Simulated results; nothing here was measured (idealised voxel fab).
process module | voxel gate over fins
cross-section cut | 285 nm wide | cells 5 nm
A cross-section is a grid of square cells, given in bands from the top down. A band is one or more rows of cells.
Each band's line starts with the height of the band's top and of its bottom, in nm. Then come its materials from left to right, each with its width in nm. One material with "throughout" fills the band from edge to edge. "air" is empty space.
Height 0 is the level under which the wafer as received is all one material. The lowest band goes on downwards, as in "0 down".
A width such as "30 to 40" changes by the same amount from each row of cells to the next, from the band's top row to its bottom row.
"no change" after a step means that no cell of the cross-section changed.
closed voids: empty space of 8 cells or more with no open way to the top, each as width x height at its distance from the left edge, in nm
after a step's settings: what the simulator itself notes on the step
overlay nm, on a step with a mask: how far to the right of its planned place the mask lay; to the left if negative
plan
1 op RECEIVE | material Si
2 op CONFORMAL_DEP | material SiN | thk nm 5
3 op MASKED_ETCH | tone cover | mask id FINS | width nm 15 | pitch nm 60 | etch materials SiN | depth nm 5 | overlay nm 0
4 op MASKED_ETCH | tone cover | mask id FINS | width nm 15 | pitch nm 60 | etch materials Si | depth nm 35 | overlay nm 0
5 op OXIDIZE | depth nm 5
6 op FILL_DEP | material SiO2 | thk nm 5
7 op CMP | height nm 5
8 op PATTERN | tone open | mask id RAIL | material resist | width nm 15 | thk nm 20 | overlay nm 0
9 op DIRECTIONAL_ETCH | etch materials SiO2 | depth nm 35
10 op STRIP | etch materials resist
11 op CONFORMAL_DEP | material TiN | thk nm 5
12 op FILL_DEP | material W | thk nm 10
13 op CMP | height nm 5
14 op SELECTIVE_ETCH | etch materials W Ru TiN | depth nm 30
15 op FILL_DEP | material SiO2 | thk nm 5
16 op CMP | height nm 5
17 op SELECTIVE_ETCH | etch materials SiO2 | depth nm 20
18 op STRIP | etch materials SiN
19 op CONFORMAL_DEP | material HfO2 | thk nm 5
20 op CONFORMAL_DEP | material TiN | thk nm 5
21 op FILL_DEP | material W | thk nm 10
22 op CMP | height nm 15
23 op CONFORMAL_DEP | material SiN | thk nm 10
first wafer, as planned
as received, after step 1
  0 down: Si throughout
  closed voids: none
after step 2
  5 to 0: SiN throughout
  below 0: unchanged
after step 3
  5 to 0: air 45 | SiN 15 | air 45 | SiN 15 | air 45 | SiN 15 | air 45 | SiN 15 | air 45
  below 0: unchanged
after step 4
  5 to 0: air 45 | SiN 15 | air 45 | SiN 15 | air 45 | SiN 15 | air 45 | SiN 15 | air 45
  0 to -35: air 45 | Si 15 | air 45 | Si 15 | air 45 | Si 15 | air 45 | Si 15 | air 45
  below -35: unchanged
after step 5
  5 to 0: air 45 | SiN 15 | air 45 | SiN 15 | air 45 | SiN 15 | air 45 | SiN 15 | air 45
  0 to -35: air 45 | SiO2 5 | Si 5 | SiO2 5 | air 45 | SiO2 5 | Si 5 | SiO2 5 | air 45 | SiO2 5 | Si 5 | SiO2 5 | air 45 | SiO2 5 | Si 5 | SiO2 5 | air 45
  -35 to -40: SiO2 50 | Si 5 | SiO2 55 | Si 5 | SiO2 55 | Si 5 | SiO2 55 | Si 5 | SiO2 50
  below -40: unchanged
after step 6
  10 to 5: SiO2 throughout
  5 to 0: SiO2 45 | SiN 15 | SiO2 45 | SiN 15 | SiO2 45 | SiN 15 | SiO2 45 | SiN 15 | SiO2 45
  0 to -40: SiO2 50 | Si 5 | SiO2 55 | Si 5 | SiO2 55 | Si 5 | SiO2 55 | Si 5 | SiO2 50
  below -40: unchanged
after step 7
  5 to 0: SiO2 45 | SiN 15 | SiO2 45 | SiN 15 | SiO2 45 | SiN 15 | SiO2 45 | SiN 15 | SiO2 45
  below 0: unchanged
after step 8
  25 to 5: resist 75 | air 15 | resist 195
  below 5: unchanged
after step 9
  25 to 5: resist 75 | air 15 | resist 195
  5 to 0: SiO2 45 | SiN 15 | SiO2 15 | air 15 | SiO2 15 | SiN 15 | SiO2 45 | SiN 15 | SiO2 45 | SiN 15 | SiO2 45
  0 to -30: SiO2 50 | Si 5 | SiO2 20 | air 15 | SiO2 20 | Si 5 | SiO2 55 | Si 5 | SiO2 55 | Si 5 | SiO2 50
  below -30: unchanged
after step 10
  5 to 0: SiO2 45 | SiN 15 | SiO2 15 | air 15 | SiO2 15 | SiN 15 | SiO2 45 | SiN 15 | SiO2 45 | SiN 15 | SiO2 45
  below 0: unchanged
after step 11
  10 to 5: TiN 80 | air 5 | TiN 200
  5 to 0: SiO2 45 | SiN 15 | SiO2 15 | TiN 5 | air 5 | TiN 5 | SiO2 15 | SiN 15 | SiO2 45 | SiN 15 | SiO2 45 | SiN 15 | SiO2 45
  0 to -25: SiO2 50 | Si 5 | SiO2 20 | TiN 5 | air 5 | TiN 5 | SiO2 20 | Si 5 | SiO2 55 | Si 5 | SiO2 55 | Si 5 | SiO2 50
  -25 to -30: SiO2 50 | Si 5 | SiO2 20 | TiN 15 | SiO2 20 | Si 5 | SiO2 55 | Si 5 | SiO2 55 | Si 5 | SiO2 50
  below -30: unchanged
after step 12
  20 to 10: W throughout
  10 to 5: TiN 80 | W 5 | TiN 200
  5 to 0: SiO2 45 | SiN 15 | SiO2 15 | TiN 5 | W 5 | TiN 5 | SiO2 15 | SiN 15 | SiO2 45 | SiN 15 | SiO2 45 | SiN 15 | SiO2 45
  0 to -25: SiO2 50 | Si 5 | SiO2 20 | TiN 5 | W 5 | TiN 5 | SiO2 20 | Si 5 | SiO2 55 | Si 5 | SiO2 55 | Si 5 | SiO2 50
  below -25: unchanged
after step 13
  5 to 0: SiO2 45 | SiN 15 | SiO2 15 | TiN 5 | W 5 | TiN 5 | SiO2 15 | SiN 15 | SiO2 45 | SiN 15 | SiO2 45 | SiN 15 | SiO2 45
  below 0: unchanged
after step 14
  5 to 0: SiO2 45 | SiN 15 | SiO2 15 | air 15 | SiO2 15 | SiN 15 | SiO2 45 | SiN 15 | SiO2 45 | SiN 15 | SiO2 45
  0 to -25: SiO2 50 | Si 5 | SiO2 20 | air 15 | SiO2 20 | Si 5 | SiO2 55 | Si 5 | SiO2 55 | Si 5 | SiO2 50
  below -25: unchanged
after step 15
  10 to 5: SiO2 throughout
  5 to 0: SiO2 45 | SiN 15 | SiO2 45 | SiN 15 | SiO2 45 | SiN 15 | SiO2 45 | SiN 15 | SiO2 45
  0 to -25: SiO2 50 | Si 5 | SiO2 55 | Si 5 | SiO2 55 | Si 5 | SiO2 55 | Si 5 | SiO2 50
  below -25: unchanged
after step 16
  5 to 0: SiO2 45 | SiN 15 | SiO2 45 | SiN 15 | SiO2 45 | SiN 15 | SiO2 45 | SiN 15 | SiO2 45
  below 0: unchanged
after step 17
  5 to 0: air 45 | SiN 15 | air 45 | SiN 15 | air 45 | SiN 15 | air 45 | SiN 15 | air 45
  0 to -15: air 50 | Si 5 | air 55 | Si 5 | air 55 | Si 5 | air 55 | Si 5 | air 50
  below -15: unchanged
after step 18
  0 to -15: air 50 | Si 5 | air 55 | Si 5 | air 55 | Si 5 | air 55 | Si 5 | air 50
  below -15: unchanged
after step 19
  5 to 0: air 45 | HfO2 15 | air 45 | HfO2 15 | air 45 | HfO2 15 | air 45 | HfO2 15 | air 45
  0 to -10: air 45 | HfO2 5 | Si 5 | HfO2 5 | air 45 | HfO2 5 | Si 5 | HfO2 5 | air 45 | HfO2 5 | Si 5 | HfO2 5 | air 45 | HfO2 5 | Si 5 | HfO2 5 | air 45
  -10 to -15: HfO2 50 | Si 5 | HfO2 55 | Si 5 | HfO2 55 | Si 5 | HfO2 55 | Si 5 | HfO2 50
  below -15: unchanged
after step 20
  10 to 5: air 40 | TiN 25 | air 35 | TiN 25 | air 35 | TiN 25 | air 35 | TiN 25 | air 40
  5 to 0: air 40 | TiN 5 | HfO2 15 | TiN 5 | air 35 | TiN 5 | HfO2 15 | TiN 5 | air 35 | TiN 5 | HfO2 15 | TiN 5 | air 35 | TiN 5 | HfO2 15 | TiN 5 | air 40
  0 to -5: air 40 | TiN 5 | HfO2 5 | Si 5 | HfO2 5 | TiN 5 | air 35 | TiN 5 | HfO2 5 | Si 5 | HfO2 5 | TiN 5 | air 35 | TiN 5 | HfO2 5 | Si 5 | HfO2 5 | TiN 5 | air 35 | TiN 5 | HfO2 5 | Si 5 | HfO2 5 | TiN 5 | air 40
  -5 to -10: TiN 45 | HfO2 5 | Si 5 | HfO2 5 | TiN 45 | HfO2 5 | Si 5 | HfO2 5 | TiN 45 | HfO2 5 | Si 5 | HfO2 5 | TiN 45 | HfO2 5 | Si 5 | HfO2 5 | TiN 45
  below -10: unchanged
after step 21
  20 to 10: W throughout
  10 to 5: W 40 | TiN 25 | W 35 | TiN 25 | W 35 | TiN 25 | W 35 | TiN 25 | W 40
  5 to 0: W 40 | TiN 5 | HfO2 15 | TiN 5 | W 35 | TiN 5 | HfO2 15 | TiN 5 | W 35 | TiN 5 | HfO2 15 | TiN 5 | W 35 | TiN 5 | HfO2 15 | TiN 5 | W 40
  0 to -5: W 40 | TiN 5 | HfO2 5 | Si 5 | HfO2 5 | TiN 5 | W 35 | TiN 5 | HfO2 5 | Si 5 | HfO2 5 | TiN 5 | W 35 | TiN 5 | HfO2 5 | Si 5 | HfO2 5 | TiN 5 | W 35 | TiN 5 | HfO2 5 | Si 5 | HfO2 5 | TiN 5 | W 40
  below -5: unchanged
after step 22
  15 to 10: W throughout
  below 10: unchanged
after step 23
  25 to 15: SiN throughout
  below 15: unchanged
second wafer: like start, like plan, one mistake. Through step 2 it matches the first wafer
when step 3 should have ended
  5 to 0: air 35 | SiN 15 | air 45 | SiN 15 | air 45 | SiN 15 | air 45 | SiN 15 | air 55
  below 0: unchanged
when step 4 should have ended
  5 to 0: air 35 | SiN 15 | air 45 | SiN 15 | air 45 | SiN 15 | air 45 | SiN 15 | air 55
  0 to -35: air 35 | Si 25 | air 35 | Si 25 | air 35 | Si 25 | air 35 | Si 25 | air 45
  below -35: unchanged
when step 5 should have ended
  5 to 0: air 35 | SiN 15 | air 45 | SiN 15 | air 45 | SiN 15 | air 45 | SiN 15 | air 55
  0 to -5: air 35 | SiO2 5 | Si 5 | SiO2 15 | air 35 | SiO2 5 | Si 5 | SiO2 15 | air 35 | SiO2 5 | Si 5 | SiO2 15 | air 35 | SiO2 5 | Si 5 | SiO2 15 | air 45
  -5 to -35: air 35 | SiO2 5 | Si 15 | SiO2 5 | air 35 | SiO2 5 | Si 15 | SiO2 5 | air 35 | SiO2 5 | Si 15 | SiO2 5 | air 35 | SiO2 5 | Si 15 | SiO2 5 | air 45
  -35 to -40: SiO2 40 | Si 15 | SiO2 45 | Si 15 | SiO2 45 | Si 15 | SiO2 45 | Si 15 | SiO2 50
  below -40: unchanged
when step 6 should have ended
  10 to 5: SiO2 throughout
  5 to 0: SiO2 35 | SiN 15 | SiO2 45 | SiN 15 | SiO2 45 | SiN 15 | SiO2 45 | SiN 15 | SiO2 55
  0 to -5: SiO2 40 | Si 5 | SiO2 55 | Si 5 | SiO2 55 | Si 5 | SiO2 55 | Si 5 | SiO2 60
  -5 to -40: SiO2 40 | Si 15 | SiO2 45 | Si 15 | SiO2 45 | Si 15 | SiO2 45 | Si 15 | SiO2 50
  below -40: unchanged
when step 7 should have ended
  5 to 0: SiO2 35 | SiN 15 | SiO2 45 | SiN 15 | SiO2 45 | SiN 15 | SiO2 45 | SiN 15 | SiO2 55
  below 0: unchanged
when step 8 should have ended
  25 to 5: resist 75 | air 15 | resist 195
  below 5: unchanged
when step 9 should have ended
  25 to 5: resist 75 | air 15 | resist 195
  5 to 0: SiO2 35 | SiN 15 | SiO2 25 | air 15 | SiO2 5 | SiN 15 | SiO2 45 | SiN 15 | SiO2 45 | SiN 15 | SiO2 55
  0 to -5: SiO2 40 | Si 5 | SiO2 30 | air 15 | SiO2 10 | Si 5 | SiO2 55 | Si 5 | SiO2 55 | Si 5 | SiO2 60
  -5 to -30: SiO2 40 | Si 15 | SiO2 20 | air 15 | SiO2 10 | Si 15 | SiO2 45 | Si 15 | SiO2 45 | Si 15 | SiO2 50
  below -30: unchanged
when step 10 should have ended
  5 to 0: SiO2 35 | SiN 15 | SiO2 25 | air 15 | SiO2 5 | SiN 15 | SiO2 45 | SiN 15 | SiO2 45 | SiN 15 | SiO2 55
  below 0: unchanged
when step 11 should have ended
  10 to 5: TiN 80 | air 5 | TiN 200
  5 to 0: SiO2 35 | SiN 15 | SiO2 25 | TiN 5 | air 5 | TiN 5 | SiO2 5 | SiN 15 | SiO2 45 | SiN 15 | SiO2 45 | SiN 15 | SiO2 55
  0 to -5: SiO2 40 | Si 5 | SiO2 30 | TiN 5 | air 5 | TiN 5 | SiO2 10 | Si 5 | SiO2 55 | Si 5 | SiO2 55 | Si 5 | SiO2 60
  -5 to -25: SiO2 40 | Si 15 | SiO2 20 | TiN 5 | air 5 | TiN 5 | SiO2 10 | Si 15 | SiO2 45 | Si 15 | SiO2 45 | Si 15 | SiO2 50
  -25 to -30: SiO2 40 | Si 15 | SiO2 20 | TiN 15 | SiO2 10 | Si 15 | SiO2 45 | Si 15 | SiO2 45 | Si 15 | SiO2 50
  below -30: unchanged
when step 12 should have ended
  20 to 10: W throughout
  10 to 5: TiN 80 | W 5 | TiN 200
  5 to 0: SiO2 35 | SiN 15 | SiO2 25 | TiN 5 | W 5 | TiN 5 | SiO2 5 | SiN 15 | SiO2 45 | SiN 15 | SiO2 45 | SiN 15 | SiO2 55
  0 to -5: SiO2 40 | Si 5 | SiO2 30 | TiN 5 | W 5 | TiN 5 | SiO2 10 | Si 5 | SiO2 55 | Si 5 | SiO2 55 | Si 5 | SiO2 60
  -5 to -25: SiO2 40 | Si 15 | SiO2 20 | TiN 5 | W 5 | TiN 5 | SiO2 10 | Si 15 | SiO2 45 | Si 15 | SiO2 45 | Si 15 | SiO2 50
  below -25: unchanged
when step 13 should have ended
  5 to 0: SiO2 35 | SiN 15 | SiO2 25 | TiN 5 | W 5 | TiN 5 | SiO2 5 | SiN 15 | SiO2 45 | SiN 15 | SiO2 45 | SiN 15 | SiO2 55
  below 0: unchanged
when step 14 should have ended
  5 to 0: SiO2 35 | SiN 15 | SiO2 25 | air 15 | SiO2 5 | SiN 15 | SiO2 45 | SiN 15 | SiO2 45 | SiN 15 | SiO2 55
  0 to -5: SiO2 40 | Si 5 | SiO2 30 | air 15 | SiO2 10 | Si 5 | SiO2 55 | Si 5 | SiO2 55 | Si 5 | SiO2 60
  -5 to -25: SiO2 40 | Si 15 | SiO2 20 | air 15 | SiO2 10 | Si 15 | SiO2 45 | Si 15 | SiO2 45 | Si 15 | SiO2 50
  below -25: unchanged
when step 15 should have ended
  10 to 5: SiO2 throughout
  5 to 0: SiO2 35 | SiN 15 | SiO2 45 | SiN 15 | SiO2 45 | SiN 15 | SiO2 45 | SiN 15 | SiO2 55
  0 to -5: SiO2 40 | Si 5 | SiO2 55 | Si 5 | SiO2 55 | Si 5 | SiO2 55 | Si 5 | SiO2 60
  -5 to -25: SiO2 40 | Si 15 | SiO2 45 | Si 15 | SiO2 45 | Si 15 | SiO2 45 | Si 15 | SiO2 50
  below -25: unchanged
when step 16 should have ended
  5 to 0: SiO2 35 | SiN 15 | SiO2 45 | SiN 15 | SiO2 45 | SiN 15 | SiO2 45 | SiN 15 | SiO2 55
  below 0: unchanged
when step 17 should have ended
  5 to 0: air 35 | SiN 15 | air 45 | SiN 15 | air 45 | SiN 15 | air 45 | SiN 15 | air 55
  0 to -5: air 40 | Si 5 | air 55 | Si 5 | air 55 | Si 5 | air 55 | Si 5 | air 60
  -5 to -15: air 40 | Si 15 | air 45 | Si 15 | air 45 | Si 15 | air 45 | Si 15 | air 50
  below -15: unchanged
when step 18 should have ended
  0 to -5: air 40 | Si 5 | air 55 | Si 5 | air 55 | Si 5 | air 55 | Si 5 | air 60
  below -5: unchanged
when step 19 should have ended
  5 to 0: air 35 | HfO2 15 | air 45 | HfO2 15 | air 45 | HfO2 15 | air 45 | HfO2 15 | air 55
  0 to -10: air 35 | HfO2 5 | Si 5 to 15 | HfO2 15 to 5 | air 35 | HfO2 5 | Si 5 to 15 | HfO2 15 to 5 | air 35 | HfO2 5 | Si 5 to 15 | HfO2 15 to 5 | air 35 | HfO2 5 | Si 5 to 15 | HfO2 15 to 5 | air 45
  -10 to -15: HfO2 40 | Si 15 | HfO2 45 | Si 15 | HfO2 45 | Si 15 | HfO2 45 | Si 15 | HfO2 50
  below -15: unchanged
when step 20 should have ended
  10 to 5: air 30 | TiN 25 | air 35 | TiN 25 | air 35 | TiN 25 | air 35 | TiN 25 | air 50
  5 to 0: air 30 | TiN 5 | HfO2 15 | TiN 15 | air 25 | TiN 5 | HfO2 15 | TiN 15 | air 25 | TiN 5 | HfO2 15 | TiN 15 | air 25 | TiN 5 | HfO2 15 | TiN 15 | air 40
  0 to -5: air 30 | TiN 5 | HfO2 5 | Si 5 | HfO2 15 | TiN 5 | air 25 | TiN 5 | HfO2 5 | Si 5 | HfO2 15 | TiN 5 | air 25 | TiN 5 | HfO2 5 | Si 5 | HfO2 15 | TiN 5 | air 25 | TiN 5 | HfO2 5 | Si 5 | HfO2 15 | TiN 5 | air 40
  -5 to -10: TiN 35 | HfO2 5 | Si 15 | HfO2 5 | TiN 35 | HfO2 5 | Si 15 | HfO2 5 | TiN 35 | HfO2 5 | Si 15 | HfO2 5 | TiN 35 | HfO2 5 | Si 15 | HfO2 5 | TiN 45
  below -10: unchanged
when step 21 should have ended
  20 to 10: W throughout
  10 to 5: W 30 | TiN 25 | W 35 | TiN 25 | W 35 | TiN 25 | W 35 | TiN 25 | W 50
  5 to 0: W 30 | TiN 5 | HfO2 15 | TiN 15 | W 25 | TiN 5 | HfO2 15 | TiN 15 | W 25 | TiN 5 | HfO2 15 | TiN 15 | W 25 | TiN 5 | HfO2 15 | TiN 15 | W 40
  0 to -5: W 30 | TiN 5 | HfO2 5 | Si 5 | HfO2 15 | TiN 5 | W 25 | TiN 5 | HfO2 5 | Si 5 | HfO2 15 | TiN 5 | W 25 | TiN 5 | HfO2 5 | Si 5 | HfO2 15 | TiN 5 | W 25 | TiN 5 | HfO2 5 | Si 5 | HfO2 15 | TiN 5 | W 40
  below -5: unchanged
when step 22 should have ended
  15 to 10: W throughout
  below 10: unchanged
when step 23 should have ended
  25 to 15: SiN throughout
  below 15: unchanged
what went wrong: step 3 ran as: op MASKED_ETCH | tone cover | mask id FINS | width nm 15 | pitch nm 60 | etch materials SiN | depth nm 5 | overlay nm -10
at the end the second wafer has, in cells: 56 more of Si | 40 fewer of SiO2 | 16 fewer of W
